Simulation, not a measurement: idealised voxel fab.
Process module under the name voxel gate over fins
Section cut is 280 nm wide and gridded with 5 nm square cells.
Cross-sections here: square-cell grids, written as top-down lists of bands, a band being one or more rows of cells.
Band entry format. Leading values: height of top, height of bottom, nm. Remainder: materials in left-to-right order, each with its width in nm. Special words: "throughout" on a single material, which then fills the band edge to edge; "air", empty space.
Heights from 0 (as-received wafer is one material below). Bottom band endless downward, as "top 0, no bottom".
The expression "30..40" gives the width at the extremes of the band, the first number at its top row of cells and the second at its bottom row, with the width changing by equal amounts from each row to the next in between.
No cell of the cross-section changed in a step that is given as "identical to before".
"Closed internal cavities" lists enclosed empty spaces (at least 8 cells, no open path upward to the top), each as width x height at distance from the left edge, in nm.
It should be noted that, on the line of a given step, the content following the step's settings is a remark produced by the simulator itself with respect to that step.
A step's line can hold "overlay nm"; with a mask on that step, the setting says how far right of the planned place the mask lay, while a negative setting says it lay to the left.
Every pair from here on: before one process step, after it. The after cross-section reaches only to the lowest band that changed. Below the pair: the step in between and its settings. Pairs can belong to different runs of this module on the same starting wafer; a pair carries on from the pair above only if the entry headed "Before this step" says so.

### Before this step
* top 0, bottom -10 = air (80) / Si (5) / air (50) / Si (5) / air (50) / Si (5) / air (85)
* top -10, bottom -15 = SiO2 (60) / air (20) / Si (5) / air (20) / SiO2 (10) / air (20) / Si (5) / air (20) / SiO2 (10) / air (20) / Si (5) / air (20) / SiO2 (65)
* top -15, bottom -20 = SiO2 (80) / Si (5) / SiO2 (50) / Si (5) / SiO2 (50) / Si (5) / SiO2 (85)
* top -20, bottom -25 = SiO2 (80) / Si (5) / SiO2 (15) / TiN (5) / W (5) / TiN (5) / SiO2 (20) / Si (5) / SiO2 (50) / Si (5) / SiO2 (85)
* top -25, bottom -30 = SiO2 (80) / Si (5) / SiO2 (15) / TiN (15) / SiO2 (20) / Si (5) / SiO2 (50) / Si (5) / SiO2 (85)
* top -30, bottom -40 = SiO2 (80) / Si (5) / SiO2 (50) / Si (5) / SiO2 (50) / Si (5) / SiO2 (85)
* top -40, no bottom = Si throughout
* Closed internal cavities: none

### As Processed
* top 5, bottom 0 = air (75) / HfO2 (15) / air (40) / HfO2 (15) / air (40) / HfO2 (15) / air (80)
* top 0, bottom -5 = air (75) / HfO2 (5) / Si (5) / HfO2 (5) / air (40) / HfO2 (5) / Si (5) / HfO2 (5) / air (40) / HfO2 (5) / Si (5) / HfO2 (5) / air (80)
* top -5, bottom -10 = HfO2 (65) / air (10) / HfO2 (5) / Si (5) / HfO2 (5) / air (10) / HfO2 (20) / air (10) / HfO2 (5) / Si (5) / HfO2 (5) / air (10) / HfO2 (20) / air (10) / HfO2 (5) / Si (5) / HfO2 (5) / air (10) / HfO2 (70)
* top -10, bottom -15 = SiO2 (60) / HfO2 (20) / Si (5) / HfO2 (20) / SiO2 (10) / HfO2 (20) / Si (5) / HfO2 (20) / SiO2 (10) / HfO2 (20) / Si (5) / HfO2 (20) / SiO2 (65)
* Whatever lies below -15 is exactly as it was before.
* Closed internal cavities: none
Looking at the two cross-sections above, the step in the middle is op CONFORMAL_DEP | material HfO2 | thk nm 5

Before this step: The initial state for this step is given by the after cross-section of the immediately preceding pair.

### As Processed
* top 10, bottom 5 = air (70) / TiN (25) / air (30) / TiN (25) / air (30) / TiN (25) / air (75)
* top 5, bottom 0 = air (70) / TiN (5) / HfO2 (15) / TiN (5) / air (30) / TiN (5) / HfO2 (15) / TiN (5) / air (30) / TiN (5) / HfO2 (15) / TiN (5) / air (75)
* top 0, bottom -5 = TiN (75) / HfO2 (5) / Si (5) / HfO2 (5) / TiN (40) / HfO2 (5) / Si (5) / HfO2 (5) / TiN (40) / HfO2 (5) / Si (5) / HfO2 (5) / TiN (80)
* top -5, bottom -10 = HfO2 (65) / TiN (10) / HfO2 (5) / Si (5) / HfO2 (5) / TiN (10) / HfO2 (20) / TiN (10) / HfO2 (5) / Si (5) / HfO2 (5) / TiN (10) / HfO2 (20) / TiN (10) / HfO2 (5) / Si (5) / HfO2 (5) / TiN (10) / HfO2 (70)
* Whatever lies below -10 is exactly as it was before.
* Closed internal cavities: none
Looking at the two cross-sections above, the step in the middle is op CONFORMAL_DEP | material TiN | thk nm 5

Before this step: The initial state for this step is given by the after cross-section of the immediately preceding pair.

### As Processed
* top 15, bottom 10 = air (65) / TiAl (35) / air (20) / TiAl (35) / air (20) / TiAl (35) / air (70)
* top 10, bottom 5 = air (65) / TiAl (5) / TiN (25) / TiAl (5) / air (20) / TiAl (5) / TiN (25) / TiAl (5) / air (20) / TiAl (5) / TiN (25) / TiAl (5) / air (70)
* top 5, bottom 0 = TiAl (70) / TiN (5) / HfO2 (15) / TiN (5) / TiAl (30) / TiN (5) / HfO2 (15) / TiN (5) / TiAl (30) / TiN (5) / HfO2 (15) / TiN (5) / TiAl (75)
* Whatever lies below 0 is exactly as it was before.
* Closed internal cavities: none
Looking at the two cross-sections above, the step in the middle is op CONFORMAL_DEP | material TiAl | thk nm 5

Before this step: The initial state for this step is given by the after cross-section of the immediately preceding pair.

### As Processed
* top 20, bottom 15 = air (60) / TiN (45) / air (10) / TiN (45) / air (10) / TiN (45) / air (65)
* top 15, bottom 10 = air (60) / TiN (5) / TiAl (35) / TiN (5) / air (10) / TiN (5) / TiAl (35) / TiN (5) / air (10) / TiN (5) / TiAl (35) / TiN (5) / air (65)
* top 10, bottom 5 = TiN (65) / TiAl (5) / TiN (25) / TiAl (5) / TiN (20) / TiAl (5) / TiN (25) / TiAl (5) / TiN (20) / TiAl (5) / TiN (25) / TiAl (5) / TiN (70)
* Whatever lies below 5 is exactly as it was before.
* Closed internal cavities: none
Looking at the two cross-sections above, the step in the middle is op CONFORMAL_DEP | material TiN | thk nm 5

Before this step: The initial state for this step is given by the after cross-section of the immediately preceding pair.

### As Processed
* top 35, bottom 20 = W throughout
* top 20, bottom 15 = W (60) / TiN (45) / W (10) / TiN (45) / W (10) / TiN (45) / W (65)
* top 15, bottom 10 = W (60) / TiN (5) / TiAl (35) / TiN (5) / W (10) / TiN (5) / TiAl (35) / TiN (5) / W (10) / TiN (5) / TiAl (35) / TiN (5) / W (65)
* Whatever lies below 10 is exactly as it was before.
* Closed internal cavities: none
Looking at the two cross-sections above, the step in the middle is op FILL_DEP | material W | thk nm 15

Before this step: The initial state for this step is given by the after cross-section of the immediately preceding pair.

### As Processed
* top 30, bottom 20 = W throughout
* Whatever lies below 20 is exactly as it was before.
* Closed internal cavities: none
Looking at the two cross-sections above, the step in the middle is op CMP | height nm 30

Before this step: The initial state for this step is given by the after cross-section of the immediately preceding pair.

### As Processed
* top 35, bottom 30 = SiN throughout
* Whatever lies below 30 is exactly as it was before.
* Closed internal cavities: none
Looking at the two cross-sections above, the step in the middle is op CONFORMAL_DEP | material SiN | thk nm 5

### Before this step
* top 10, bottom 5 = air (70) / TiN (25) / air (30) / TiN (25) / air (30) / TiN (25) / air (75)
* top 5, bottom 0 = air (70) / TiN (5) / HfO2 (15) / TiN (5) / air (30) / TiN (5) / HfO2 (15) / TiN (5) / air (30) / TiN (5) / HfO2 (15) / TiN (5) / air (75)
* top 0, bottom -5 = TiN (75) / HfO2 (5) / Si (5) / HfO2 (5) / TiN (40) / HfO2 (5) / Si (5) / HfO2 (5) / TiN (40) / HfO2 (5) / Si (5) / HfO2 (5) / TiN (80)
* top -5, bottom -10 = HfO2 (80) / Si (5) / HfO2 (50) / Si (5) / HfO2 (50) / Si (5) / HfO2 (85)
* top -10, bottom -20 = SiO2 (80) / Si (5) / SiO2 (50) / Si (5) / SiO2 (50) / Si (5) / SiO2 (85)
* top -20, bottom -25 = SiO2 (80) / Si (5) / SiO2 (15) / TiN (5) / W (5) / TiN (5) / SiO2 (20) / Si (5) / SiO2 (50) / Si (5) / SiO2 (85)
* top -25, bottom -30 = SiO2 (80) / Si (5) / SiO2 (15) / TiN (15) / SiO2 (20) / Si (5) / SiO2 (50) / Si (5) / SiO2 (85)
* top -30, bottom -40 = SiO2 (80) / Si (5) / SiO2 (50) / Si (5) / SiO2 (50) / Si (5) / SiO2 (85)
* top -40, no bottom = Si throughout
* Closed internal cavities: none

### As Processed
* top 25, bottom 15 = air (55) / TiAl (165) / air (60)
* top 15, bottom 10 = TiAl throughout
* top 10, bottom 5 = TiAl (70) / TiN (25) / TiAl (30) / TiN (25) / TiAl (30) / TiN (25) / TiAl (75)
* top 5, bottom 0 = TiAl (70) / TiN (5) / HfO2 (15) / TiN (5) / TiAl (30) / TiN (5) / HfO2 (15) / TiN (5) / TiAl (30) / TiN (5) / HfO2 (15) / TiN (5) / TiAl (75)
* Whatever lies below 0 is exactly as it was before.
* Closed internal cavities: none
Looking at the two cross-sections above, the step in the middle is op CONFORMAL_DEP | material TiAl | thk nm 15

Before this step: The initial state for this step is given by the after cross-section of the immediately preceding pair.

### As Processed
* top 30, bottom 25 = air (50) / TiN (175) / air (55)
* top 25, bottom 20 = air (50) / TiN (5) / TiAl (165) / TiN (5) / air (55)
* top 20, bottom 15 = TiN (55) / TiAl (165) / TiN (60)
* Whatever lies below 15 is exactly as it was before.
* Closed internal cavities: none
Looking at the two cross-sections above, the step in the middle is op CONFORMAL_DEP | material TiN | thk nm 5

Before this step: The initial state for this step is given by the after cross-section of the immediately preceding pair.

### As Processed
* top 45, bottom 30 = W throughout
* top 30, bottom 25 = W (50) / TiN (175) / W (55)
* top 25, bottom 20 = W (50) / TiN (5) / TiAl (165) / TiN (5) / W (55)
* Whatever lies below 20 is exactly as it was before.
* Closed internal cavities: none
Looking at the two cross-sections above, the step in the middle is op FILL_DEP | material W | thk nm 15

Before this step: The initial state for this step is given by the after cross-section of the immediately preceding pair.

### As Processed
* top 30, bottom 25 = W (50) / TiN (175) / W (55)
* Whatever lies below 25 is exactly as it was before.
* Closed internal cavities: none
Looking at the two cross-sections above, the step in the middle is op CMP | height nm 30

Before this step: The initial state for this step is given by the after cross-section of the immediately preceding pair.

### As Processed
* top 35, bottom 30 = SiN throughout
* Whatever lies below 30 is exactly as it was before.
* Closed internal cavities: none
Looking at the two cross-sections above, the step in the middle is op CONFORMAL_DEP | material SiN | thk nm 5

### Before this step
* top 15, bottom 5 = aC throughout
* top 5, bottom 0 = SiO2 (75) / SiN (15) / SiO2 (40) / SiN (15) / SiO2 (40) / SiN (15) / SiO2 (80)
* top 0, bottom -40 = SiO2 (80) / Si (5) / SiO2 (50) / Si (5) / SiO2 (50) / Si (5) / SiO2 (85)
* top -40, no bottom = Si throughout
* Closed internal cavities: none

### As Processed
* top 40, bottom 15 = resist (100) / air (20) / resist (160)
* Whatever lies below 15 is exactly as it was before.
* Closed internal cavities: none
Looking at the two cross-sections above, the step in the middle is op PATTERN | tone open | mask id RAIL | material resist | width nm 20 | thk nm 25 | overlay nm 0

Before this step: The initial state for this step is given by the after cross-section of the immediately preceding pair.

### As Processed
* top 30, bottom 15 = resist (100) / air (20) / resist (160)
* top 15, bottom 5 = aC (100) / air (20) / aC (160)
* Whatever lies below 5 is exactly as it was before.
* Closed internal cavities: none
Looking at the two cross-sections above, the step in the middle is op DIRECTIONAL_ETCH | etch materials aC | depth nm 10

Before this step: The initial state for this step is given by the after cross-section of the immediately preceding pair.

### As Processed
* top 15, bottom 5 = aC (100) / air (20) / aC (160)
* Whatever lies below 5 is exactly as it was before.
* Closed internal cavities: none
Looking at the two cross-sections above, the step in the middle is op STRIP | etch materials resist

Before this step: The initial state for this step is given by the after cross-section of the immediately preceding pair.

### As Processed
* top 15, bottom 5 = aC (100) / air (20) / aC (160)
* top 5, bottom 0 = SiO2 (75) / SiN (15) / SiO2 (10) / air (20) / SiO2 (10) / SiN (15) / SiO2 (40) / SiN (15) / SiO2 (80)
* top 0, bottom -30 = SiO2 (80) / Si (5) / SiO2 (15) / air (20) / SiO2 (15) / Si (5) / SiO2 (50) / Si (5) / SiO2 (85)
* Whatever lies below -30 is exactly as it was before.
* Closed internal cavities: none
Looking at the two cross-sections above, the step in the middle is op DIRECTIONAL_ETCH | etch materials SiO2 | depth nm 35

Before this step: The initial state for this step is given by the after cross-section of the immediately preceding pair.

### As Processed
* top 5, bottom 0 = SiO2 (75) / SiN (15) / SiO2 (10) / air (20) / SiO2 (10) / SiN (15) / SiO2 (40) / SiN (15) / SiO2 (80)
* Whatever lies below 0 is exactly as it was before.
* Closed internal cavities: none
Looking at the two cross-sections above, the step in the middle is op STRIP | etch materials aC

Before this step: The initial state for this step is given by the after cross-section of the immediately preceding pair.

### As Processed
* top 10, bottom 5 = TiN (105) / air (10) / TiN (165)
* top 5, bottom 0 = SiO2 (75) / SiN (15) / SiO2 (10) / TiN (5) / air (10) / TiN (5) / SiO2 (10) / SiN (15) / SiO2 (40) / SiN (15) / SiO2 (80)
* top 0, bottom -25 = SiO2 (80) / Si (5) / SiO2 (15) / TiN (5) / air (10) / TiN (5) / SiO2 (15) / Si (5) / SiO2 (50) / Si (5) / SiO2 (85)
* top -25, bottom -30 = SiO2 (80) / Si (5) / SiO2 (15) / TiN (20) / SiO2 (15) / Si (5) / SiO2 (50) / Si (5) / SiO2 (85)
* Whatever lies below -30 is exactly as it was before.
* Closed internal cavities: none
Looking at the two cross-sections above, the step in the middle is op CONFORMAL_DEP | material TiN | thk nm 5

Before this step: The initial state for this step is given by the after cross-section of the immediately preceding pair.

### As Processed
* top 15, bottom 10 = W throughout
* top 10, bottom 5 = TiN (105) / W (10) / TiN (165)
* top 5, bottom 0 = SiO2 (75) / SiN (15) / SiO2 (10) / TiN (5) / W (10) / TiN (5) / SiO2 (10) / SiN (15) / SiO2 (40) / SiN (15) / SiO2 (80)
* top 0, bottom -25 = SiO2 (80) / Si (5) / SiO2 (15) / TiN (5) / W (10) / TiN (5) / SiO2 (15) / Si (5) / SiO2 (50) / Si (5) / SiO2 (85)
* Whatever lies below -25 is exactly as it was before.
* Closed internal cavities: none
Looking at the two cross-sections above, the step in the middle is op FILL_DEP | material W | thk nm 5

Before this step: The initial state for this step is given by the after cross-section of the immediately preceding pair.

### As Processed
* top 5, bottom 0 = SiO2 (75) / SiN (15) / SiO2 (10) / TiN (5) / W (10) / TiN (5) / SiO2 (10) / SiN (15) / SiO2 (40) / SiN (15) / SiO2 (80)
* Whatever lies below 0 is exactly as it was before.
* Closed internal cavities: none
Looking at the two cross-sections above, the step in the middle is op CMP | height nm 5

Before this step: The initial state for this step is given by the after cross-section of the immediately preceding pair.

### As Processed
* top 5, bottom 0 = SiO2 (75) / SiN (15) / SiO2 (10) / air (20) / SiO2 (10) / SiN (15) / SiO2 (40) / SiN (15) / SiO2 (80)
* top 0, bottom -20 = SiO2 (80) / Si (5) / SiO2 (15) / air (20) / SiO2 (15) / Si (5) / SiO2 (50) / Si (5) / SiO2 (85)
* Whatever lies below -20 is exactly as it was before.
* Closed internal cavities: none
Looking at the two cross-sections above, the step in the middle is op SELECTIVE_ETCH | etch materials W Ru TiN | depth nm 25

Before this step: The initial state for this step is given by the after cross-section of the immediately preceding pair.

### As Processed
* top 10, bottom 5 = SiO2 throughout
* top 5, bottom 0 = SiO2 (75) / SiN (15) / SiO2 (40) / SiN (15) / SiO2 (40) / SiN (15) / SiO2 (80)
* top 0, bottom -20 = SiO2 (80) / Si (5) / SiO2 (50) / Si (5) / SiO2 (50) / Si (5) / SiO2 (85)
* Whatever lies below -20 is exactly as it was before.
* Closed internal cavities: none
Looking at the two cross-sections above, the step in the middle is op FILL_DEP | material SiO2 | thk nm 5

Before this step: The initial state for this step is given by the after cross-section of the immediately preceding pair.

### As Processed
* top 5, bottom 0 = SiO2 (75) / SiN (15) / SiO2 (40) / SiN (15) / SiO2 (40) / SiN (15) / SiO2 (80)
* Whatever lies below 0 is exactly as it was before.
* Closed internal cavities: none
Looking at the two cross-sections above, the step in the middle is op CMP | height nm 5

Before this step: The initial state for this step is given by the after cross-section of the immediately preceding pair.

### As Processed
* top 5, bottom 0 = air (75) / SiN (15) / air (40) / SiN (15) / air (40) / SiN (15) / air (80)
* top 0, bottom -10 = air (80) / Si (5) / air (50) / Si (5) / air (50) / Si (5) / air (85)
* Whatever lies below -10 is exactly as it was before.
* Closed internal cavities: none
Looking at the two cross-sections above, the step in the middle is op SELECTIVE_ETCH | etch materials SiO2 | depth nm 15

Before this step: The initial state for this step is given by the after cross-section of the immediately preceding pair.

### As Processed
* top 0, bottom -10 = air (80) / Si (5) / air (50) / Si (5) / air (50) / Si (5) / air (85)
* Whatever lies below -10 is exactly as it was before.
* Closed internal cavities: none
Looking at the two cross-sections above, the step in the middle is op STRIP | etch materials SiN

Before this step: The initial state for this step is given by the after cross-section of the immediately preceding pair.

### As Processed
* top 5, bottom 0 = air (75) / HfO2 (15) / air (40) / HfO2 (15) / air (40) / HfO2 (15) / air (80)
* top 0, bottom -5 = air (75) / HfO2 (5) / Si (5) / HfO2 (5) / air (40) / HfO2 (5) / Si (5) / HfO2 (5) / air (40) / HfO2 (5) / Si (5) / HfO2 (5) / air (80)
* top -5, bottom -10 = HfO2 (80) / Si (5) / HfO2 (50) / Si (5) / HfO2 (50) / Si (5) / HfO2 (85)
* Whatever lies below -10 is exactly as it was before.
* Closed internal cavities: none
Looking at the two cross-sections above, the step in the middle is op CONFORMAL_DEP | material HfO2 | thk nm 5

Before this step: The initial state for this step is given by the after cross-section of the immediately preceding pair.

### As Processed
* top 10, bottom 5 = air (70) / TiN (25) / air (30) / TiN (25) / air (30) / TiN (25) / air (75)
* top 5, bottom 0 = air (70) / TiN (5) / HfO2 (15) / TiN (5) / air (30) / TiN (5) / HfO2 (15) / TiN (5) / air (30) / TiN (5) / HfO2 (15) / TiN (5) / air (75)
* top 0, bottom -5 = TiN (75) / HfO2 (5) / Si (5) / HfO2 (5) / TiN (40) / HfO2 (5) / Si (5) / HfO2 (5) / TiN (40) / HfO2 (5) / Si (5) / HfO2 (5) / TiN (80)
* Whatever lies below -5 is exactly as it was before.
* Closed internal cavities: none
Looking at the two cross-sections above, the step in the middle is op CONFORMAL_DEP | material TiN | thk nm 5

Before this step: The initial state for this step is given by the after cross-section of the immediately preceding pair.

### As Processed
* top 15, bottom 10 = air (65) / TiAl (35) / air (20) / TiAl (35) / air (20) / TiAl (35) / air (70)
* top 10, bottom 5 = air (65) / TiAl (5) / TiN (25) / TiAl (5) / air (20) / TiAl (5) / TiN (25) / TiAl (5) / air (20) / TiAl (5) / TiN (25) / TiAl (5) / air (70)
* top 5, bottom 0 = TiAl (70) / TiN (5) / HfO2 (15) / TiN (5) / TiAl (30) / TiN (5) / HfO2 (15) / TiN (5) / TiAl (30) / TiN (5) / HfO2 (15) / TiN (5) / TiAl (75)
* Whatever lies below 0 is exactly as it was before.
* Closed internal cavities: none
Looking at the two cross-sections above, the step in the middle is op CONFORMAL_DEP | material TiAl | thk nm 5

Before this step: The initial state for this step is given by the after cross-section of the immediately preceding pair.

### As Processed
* top 20, bottom 15 = air (60) / TiN (45) / air (10) / TiN (45) / air (10) / TiN (45) / air (65)
* top 15, bottom 10 = air (60) / TiN (5) / TiAl (35) / TiN (5) / air (10) / TiN (5) / TiAl (35) / TiN (5) / air (10) / TiN (5) / TiAl (35) / TiN (5) / air (65)
* top 10, bottom 5 = TiN (65) / TiAl (5) / TiN (25) / TiAl (5) / TiN (20) / TiAl (5) / TiN (25) / TiAl (5) / TiN (20) / TiAl (5) / TiN (25) / TiAl (5) / TiN (70)
* Whatever lies below 5 is exactly as it was before.
* Closed internal cavities: none
Looking at the two cross-sections above, the step in the middle is op CONFORMAL_DEP | material TiN | thk nm 5

Before this step: The initial state for this step is given by the after cross-section of the immediately preceding pair.

### As Processed
* top 35, bottom 20 = W throughout
* top 20, bottom 15 = W (60) / TiN (45) / W (10) / TiN (45) / W (10) / TiN (45) / W (65)
* top 15, bottom 10 = W (60) / TiN (5) / TiAl (35) / TiN (5) / W (10) / TiN (5) / TiAl (35) / TiN (5) / W (10) / TiN (5) / TiAl (35) / TiN (5) / W (65)
* Whatever lies below 10 is exactly as it was before.
* Closed internal cavities: none
Looking at the two cross-sections above, the step in the middle is op FILL_DEP | material W | thk nm 15

Before this step: The initial state for this step is given by the after cross-section of the immediately preceding pair.

### As Processed
* top 30, bottom 20 = W throughout
* Whatever lies below 20 is exactly as it was before.
* Closed internal cavities: none
Looking at the two cross-sections above, the step in the middle is op CMP | height nm 30

Before this step: The initial state for this step is given by the after cross-section of the immediately preceding pair.

### As Processed
* top 35, bottom 30 = SiN throughout
* Whatever lies below 30 is exactly as it was before.
* Closed internal cavities: none
Looking at the two cross-sections above, the step in the middle is op CONFORMAL_DEP | material SiN | thk nm 5

### Before this step
* top 5, bottom 0 = SiN throughout
* top 0, no bottom = Si throughout
* Closed internal cavities: none

### As Processed
* top 20, bottom 5 = air (70) / resist (15) / air (40) / resist (15) / air (40) / resist (15) / air (85)
* Whatever lies below 5 is exactly as it was before.
* Closed internal cavities: none
Looking at the two cross-sections above, the step in the middle is op PATTERN | tone cover | mask id FINS | material resist | width nm 15 | pitch nm 55 | thk nm 15 | overlay nm -5

Before this step: The initial state for this step is given by the after cross-section of the immediately preceding pair.

### As Processed
* top 20, bottom 5 = air (70) / resist (15) / air (40) / resist (15) / air (40) / resist (15) / air (85)
* top 5, bottom 0 = air (70) / SiN (15) / air (40) / SiN (15) / air (40) / SiN (15) / air (85)
* Whatever lies below 0 is exactly as it was before.
* Closed internal cavities: none
Looking at the two cross-sections above, the step in the middle is op DIRECTIONAL_ETCH | etch materials SiN | depth nm 5

Before this step: The initial state for this step is given by the after cross-section of the immediately preceding pair.

### As Processed
* top 20, bottom 5 = air (70) / resist (15) / air (40) / resist (15) / air (40) / resist (15) / air (85)
* top 5, bottom 0 = air (70) / SiN (15) / air (40) / SiN (15) / air (40) / SiN (15) / air (85)
* top 0, bottom -35 = air (70) / Si (15) / air (40) / Si (15) / air (40) / Si (15) / air (85)
* Whatever lies below -35 is exactly as it was before.
* Closed internal cavities: none
Looking at the two cross-sections above, the step in the middle is op DIRECTIONAL_ETCH | etch materials Si | depth nm 35

Before this step: The initial state for this step is given by the after cross-section of the immediately preceding pair.

### As Processed
* top 5, bottom 0 = air (70) / SiN (15) / air (40) / SiN (15) / air (40) / SiN (15) / air (85)
* Whatever lies below 0 is exactly as it was before.
* Closed internal cavities: none
Looking at the two cross-sections above, the step in the middle is op STRIP | etch materials resist

Before this step: The initial state for this step is given by the after cross-section of the immediately preceding pair.

### As Processed
* top 5, bottom 0 = air (70) / SiN (15) / air (40) / SiN (15) / air (40) / SiN (15) / air (85)
* top 0, bottom -35 = air (70) / SiO2 (5) / Si (5) / SiO2 (5) / air (40) / SiO2 (5) / Si (5) / SiO2 (5) / air (40) / SiO2 (5) / Si (5) / SiO2 (5) / air (85)
* top -35, bottom -40 = SiO2 (75) / Si (5) / SiO2 (50) / Si (5) / SiO2 (50) / Si (5) / SiO2 (90)
* Whatever lies below -40 is exactly as it was before.
* Closed internal cavities: none
Looking at the two cross-sections above, the step in the middle is op OXIDIZE | depth nm 5

Before this step: The initial state for this step is given by the after cross-section of the immediately preceding pair.

### As Processed
* top 20, bottom 5 = SiO2 throughout
* top 5, bottom 0 = SiO2 (70) / SiN (15) / SiO2 (40) / SiN (15) / SiO2 (40) / SiN (15) / SiO2 (85)
* top 0, bottom -40 = SiO2 (75) / Si (5) / SiO2 (50) / Si (5) / SiO2 (50) / Si (5) / SiO2 (90)
* Whatever lies below -40 is exactly as it was before.
* Closed internal cavities: none
Looking at the two cross-sections above, the step in the middle is op FILL_DEP | material SiO2 | thk nm 15

Before this step: The initial state for this step is given by the after cross-section of the immediately preceding pair.

### As Processed
* top 5, bottom 0 = SiO2 (70) / SiN (15) / SiO2 (40) / SiN (15) / SiO2 (40) / SiN (15) / SiO2 (85)
* Whatever lies below 0 is exactly as it was before.
* Closed internal cavities: none
Looking at the two cross-sections above, the step in the middle is op CMP | height nm 5

Before this step: The initial state for this step is given by the after cross-section of the immediately preceding pair.

### As Processed
* top 15, bottom 5 = aC throughout
* Whatever lies below 5 is exactly as it was before.
* Closed internal cavities: none
Looking at the two cross-sections above, the step in the middle is op DIRECTIONAL_DEP | material aC | thk nm 10

Before this step: The initial state for this step is given by the after cross-section of the immediately preceding pair.

### As Processed
* top 40, bottom 15 = resist (100) / air (15) / resist (165)
* Whatever lies below 15 is exactly as it was before.
* Closed internal cavities: none
Looking at the two cross-sections above, the step in the middle is op PATTERN | tone open | mask id RAIL | material resist | width nm 15 | thk nm 25 | overlay nm 0

Before this step: The initial state for this step is given by the after cross-section of the immediately preceding pair.

### As Processed
* top 30, bottom 15 = resist (100) / air (15) / resist (165)
* top 15, bottom 5 = aC (100) / air (15) / aC (165)
* Whatever lies below 5 is exactly as it was before.
* Closed internal cavities: none
Looking at the two cross-sections above, the step in the middle is op DIRECTIONAL_ETCH | etch materials aC | depth nm 10

Before this step: The initial state for this step is given by the after cross-section of the immediately preceding pair.

### As Processed
* top 15, bottom 5 = aC (100) / air (15) / aC (165)
* Whatever lies below 5 is exactly as it was before.
* Closed internal cavities: none
Looking at the two cross-sections above, the step in the middle is op STRIP | etch materials resist

Before this step: The initial state for this step is given by the after cross-section of the immediately preceding pair.

### As Processed
* top 15, bottom 5 = aC (100) / air (15) / aC (165)
* top 5, bottom 0 = SiO2 (70) / SiN (15) / SiO2 (15) / air (15) / SiO2 (10) / SiN (15) / SiO2 (40) / SiN (15) / SiO2 (85)
* top 0, bottom -30 = SiO2 (75) / Si (5) / SiO2 (20) / air (15) / SiO2 (15) / Si (5) / SiO2 (50) / Si (5) / SiO2 (90)
* Whatever lies below -30 is exactly as it was before.
* Closed internal cavities: none
Looking at the two cross-sections above, the step in the middle is op DIRECTIONAL_ETCH | etch materials SiO2 | depth nm 35

Before this step: The initial state for this step is given by the after cross-section of the immediately preceding pair.

### As Processed
* top 5, bottom 0 = SiO2 (70) / SiN (15) / SiO2 (15) / air (15) / SiO2 (10) / SiN (15) / SiO2 (40) / SiN (15) / SiO2 (85)
* Whatever lies below 0 is exactly as it was before.
* Closed internal cavities: none
Looking at the two cross-sections above, the step in the middle is op STRIP | etch materials aC

Before this step: The initial state for this step is given by the after cross-section of the immediately preceding pair.

### As Processed
* top 10, bottom 5 = TiN (105) / air (5) / TiN (170)
* top 5, bottom 0 = SiO2 (70) / SiN (15) / SiO2 (15) / TiN (5) / air (5) / TiN (5) / SiO2 (10) / SiN (15) / SiO2 (40) / SiN (15) / SiO2 (85)
* top 0, bottom -25 = SiO2 (75) / Si (5) / SiO2 (20) / TiN (5) / air (5) / TiN (5) / SiO2 (15) / Si (5) / SiO2 (50) / Si (5) / SiO2 (90)
* top -25, bottom -30 = SiO2 (75) / Si (5) / SiO2 (20) / TiN (15) / SiO2 (15) / Si (5) / SiO2 (50) / Si (5) / SiO2 (90)
* Whatever lies below -30 is exactly as it was before.
* Closed internal cavities: none
Looking at the two cross-sections above, the step in the middle is op CONFORMAL_DEP | material TiN | thk nm 5

Before this step: The initial state for this step is given by the after cross-section of the immediately preceding pair.

### As Processed
* top 15, bottom 10 = W throughout
* top 10, bottom 5 = TiN (105) / W (5) / TiN (170)
* top 5, bottom 0 = SiO2 (70) / SiN (15) / SiO2 (15) / TiN (5) / W (5) / TiN (5) / SiO2 (10) / SiN (15) / SiO2 (40) / SiN (15) / SiO2 (85)
* top 0, bottom -25 = SiO2 (75) / Si (5) / SiO2 (20) / TiN (5) / W (5) / TiN (5) / SiO2 (15) / Si (5) / SiO2 (50) / Si (5) / SiO2 (90)
* Whatever lies below -25 is exactly as it was before.
* Closed internal cavities: none
Looking at the two cross-sections above, the step in the middle is op FILL_DEP | material W | thk nm 5

Before this step: The initial state for this step is given by the after cross-section of the immediately preceding pair.

### As Processed
* top 5, bottom 0 = SiO2 (70) / SiN (15) / SiO2 (15) / TiN (5) / W (5) / TiN (5) / SiO2 (10) / SiN (15) / SiO2 (40) / SiN (15) / SiO2 (85)
* Whatever lies below 0 is exactly as it was before.
* Closed internal cavities: none
Looking at the two cross-sections above, the step in the middle is op CMP | height nm 5

Before this step: The initial state for this step is given by the after cross-section of the immediately preceding pair.

### As Processed
* top 5, bottom 0 = SiO2 (70) / SiN (15) / SiO2 (15) / air (15) / SiO2 (10) / SiN (15) / SiO2 (40) / SiN (15) / SiO2 (85)
* top 0, bottom -20 = SiO2 (75) / Si (5) / SiO2 (20) / air (15) / SiO2 (15) / Si (5) / SiO2 (50) / Si (5) / SiO2 (90)
* Whatever lies below -20 is exactly as it was before.
* Closed internal cavities: none
Looking at the two cross-sections above, the step in the middle is op SELECTIVE_ETCH | etch materials W Ru TiN | depth nm 25

Before this step: The initial state for this step is given by the after cross-section of the immediately preceding pair.

### As Processed
* top 10, bottom 5 = SiO2 throughout
* top 5, bottom 0 = SiO2 (70) / SiN (15) / SiO2 (40) / SiN (15) / SiO2 (40) / SiN (15) / SiO2 (85)
* top 0, bottom -20 = SiO2 (75) / Si (5) / SiO2 (50) / Si (5) / SiO2 (50) / Si (5) / SiO2 (90)
* Whatever lies below -20 is exactly as it was before.
* Closed internal cavities: none
Looking at the two cross-sections above, the step in the middle is op FILL_DEP | material SiO2 | thk nm 5

Before this step: The initial state for this step is given by the after cross-section of the immediately preceding pair.

### As Processed
* top 5, bottom 0 = SiO2 (70) / SiN (15) / SiO2 (40) / SiN (15) / SiO2 (40) / SiN (15) / SiO2 (85)
* Whatever lies below 0 is exactly as it was before.
* Closed internal cavities: none
Looking at the two cross-sections above, the step in the middle is op CMP | height nm 5

Before this step: The initial state for this step is given by the after cross-section of the immediately preceding pair.

### As Processed
* top 5, bottom 0 = air (70) / SiN (15) / air (40) / SiN (15) / air (40) / SiN (15) / air (85)
* top 0, bottom -10 = air (75) / Si (5) / air (50) / Si (5) / air (50) / Si (5) / air (90)
* Whatever lies below -10 is exactly as it was before.
* Closed internal cavities: none
Looking at the two cross-sections above, the step in the middle is op SELECTIVE_ETCH | etch materials SiO2 | depth nm 15

Before this step: The initial state for this step is given by the after cross-section of the immediately preceding pair.

### As Processed
* top 0, bottom -10 = air (75) / Si (5) / air (50) / Si (5) / air (50) / Si (5) / air (90)
* Whatever lies below -10 is exactly as it was before.
* Closed internal cavities: none
Looking at the two cross-sections above, the step in the middle is op STRIP | etch materials SiN
